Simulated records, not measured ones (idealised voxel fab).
process module | voxel ribs on slabs
cross-section cut | 225 nm wide | cells 5 nm
A cross-section is a grid of square cells, given in bands from the top down. A band is one or more rows of cells.
Each band's line starts with the height of the band's top and of its bottom, in nm. Then come its materials from left to right, each with its width in nm. One material with "throughout" fills the band from edge to edge. "air" is empty space.
Height 0 is the level under which the wafer as received is all one material. The lowest band goes on downwards, as in "0 down".
A width such as "30 to 40" changes by the same amount from each row of cells to the next, from the band's top row to its bottom row.
"no change" after a step means that no cell of the cross-section changed.
closed voids: empty space of 8 cells or more with no open way to the top, each as width x height at its distance from the left edge, in nm
after a step's settings: what the simulator itself notes on the step
overlay nm, on a step with a mask: how far to the right of its planned place the mask lay; to the left if negative
plan
1 op RECEIVE | material Si
2 op DIRECTIONAL_DEP | material SiO2 | thk nm 20
3 op DIRECTIONAL_DEP | material SiN | thk nm 15
4 op PATTERN | tone cover | mask id RIB | material resist | width nm 15 | thk nm 20 | overlay nm 0
5 op DIRECTIONAL_ETCH | etch materials SiN | depth nm 10
6 op STRIP | etch materials resist
7 op PATTERN | tone cover | mask id SLAB | material resist | width nm 65 | thk nm 20 | overlay nm 0
8 op DIRECTIONAL_ETCH | etch materials SiN | depth nm 5
9 op STRIP | etch materials resist
10 op FILL_DEP | material SiO2 | thk nm 20
11 op CMP | height nm 50
12 op DIRECTIONAL_DEP | material TiN | thk nm 10
13 op PATTERN | tone cover | mask id HEATER | material resist | width nm 25 | thk nm 15 | overlay nm 0
14 op DIRECTIONAL_ETCH | etch materials TiN | depth nm 10
15 op STRIP | etch materials resist
16 op CONFORMAL_DEP | material SiN | thk nm 10
as received, after step 1
  0 down: Si throughout
  closed voids: none
a wafer at the end: this start, this plan, one mistake
  70 to 60: air 90 | SiN 45 | air 90
  60 to 50: SiN 100 | TiN 25 | SiN 100
  50 to 40: SiO2 105 to 80 | SiN 15 to 65 | SiO2 105 to 80
  40 to 0: SiO2 throughout
  0 down: Si throughout
  closed voids: none
what went wrong: step 2 was run twice
